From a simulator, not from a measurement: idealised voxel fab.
Process module in this document: voxel ribs on slabs
FYI the section here is cut, 275 nm wide, cells are 5 nm squares.
Think of the cross-section as a grid of square cells. We describe it in bands, top to bottom, and each band covers one or more rows of those cells. This entry defines a band. It first specifies the height of the band's top and the height of its bottom in nm, and then specifies the band's materials from left to right, stating each material with its width in nm. The word "everywhere" identifies a single material that fills the band from edge to edge, while the word "blank" identifies empty space. Convention: height 0 is the level below which the wafer, as received, is all one material. The lowest band does not terminate at the bottom but continues downward, represented as "top 0, no bottom". When a width is written as two numbers, as in "30 to 40", the first number is the width in the top row of cells of the band and the second is the width in its bottom row, and the width changes by the same amount from each row to the next. Where a step carries "nothing different", the cross-section came out of it unchanged, cell for cell. The entry titled "Listed closed voids" provides the empty spaces that have no open way to the top, restricted to those of 8 cells or more. Each is presented as width x height at distance, the distance being measured from the left edge, with all three in nm. Heads up: the bit after the settings on a step's line is the simulator's remark on that step. overlay nm: right-of-plan distance of the mask on a masked step; negative values mean left-of-plan.
### Process steps (planned)
1 RECEIVE: material Si
2 DIRECTIONAL_DEP: material SiO2, thk nm 30
3 DIRECTIONAL_DEP: material SiN, thk nm 20
4 DIRECTIONAL_DEP: material aC, thk nm 15
5 PATTERN: tone cover, mask id RIB, material resist, width nm 30, thk nm 35, overlay nm 0
6 DIRECTIONAL_ETCH: etch materials aC, depth nm 15
7 STRIP: etch materials resist
8 DIRECTIONAL_ETCH: etch materials SiN, depth nm 5
9 STRIP: etch materials aC
10 DIRECTIONAL_DEP: material aC, thk nm 10
11 PATTERN: tone cover, mask id SLAB, material resist, width nm 80, thk nm 30, overlay nm 0
12 DIRECTIONAL_ETCH: etch materials aC, depth nm 10
13 STRIP: etch materials resist
14 DIRECTIONAL_ETCH: etch materials SiN, depth nm 15
15 STRIP: etch materials aC
16 FILL_DEP: material SiO2, thk nm 25
17 CMP: height nm 65
18 DIRECTIONAL_DEP: material TiN, thk nm 5
19 PATTERN: tone cover, mask id HEATER, material resist, width nm 40, thk nm 20, overlay nm 0
20 DIRECTIONAL_ETCH: etch materials TiN, depth nm 5
21 STRIP: etch materials resist
22 CONFORMAL_DEP: material SiO2, thk nm 5
What sets these wafers apart? The thk nm at step 22. They all start alike, and the plan carries the first wafer's value.
### Cross-section, first of several wafers, as delivered after step 1
* top 0, no bottom: Si everywhere
* Listed closed voids: none
### Module end state after final step 22: cross-section of the first of several wafers
* top 75, bottom 70: blank: 110; SiO2: 50; blank: 115
* top 70, bottom 65: SiO2: 115; TiN: 40; SiO2: 120
* top 65, bottom 50: SiO2 everywhere
* top 50, bottom 45: SiO2: 120; SiN: 30; SiO2: 125
* top 45, bottom 30: SiO2: 95; SiN: 80; SiO2: 100
* top 30, bottom 0: SiO2 everywhere
* top 0, no bottom: Si everywhere
* Listed closed voids: none
### Last-wafer cross-section at the end of the module
* top 95, bottom 90: blank: 90; SiO2: 90; blank: 95
* top 90, bottom 70: SiO2 everywhere
* top 70, bottom 65: SiO2: 115; TiN: 40; SiO2: 120
* top 65, bottom 50: SiO2 everywhere
* top 50, bottom 45: SiO2: 120; SiN: 30; SiO2: 125
* top 45, bottom 30: SiO2: 95; SiN: 80; SiO2: 100
* top 30, bottom 0: SiO2 everywhere
* top 0, no bottom: Si everywhere
* Listed closed voids: none
### Row per wafer, end-of-module: cell gain (+)/loss (-) by material since the wafer came in, then closed voids
thk nm 5; +54 SiN; +718 SiO2; +8 TiN; Listed closed voids: none
thk nm 10; +54 SiN; +775 SiO2; +8 TiN; Listed closed voids: none
thk nm 15; +54 SiN; +832 SiO2; +8 TiN; Listed closed voids: none
thk nm 20; +54 SiN; +889 SiO2; +8 TiN; Listed closed voids: none
thk nm 25; +54 SiN; +946 SiO2; +8 TiN; Listed closed voids: none
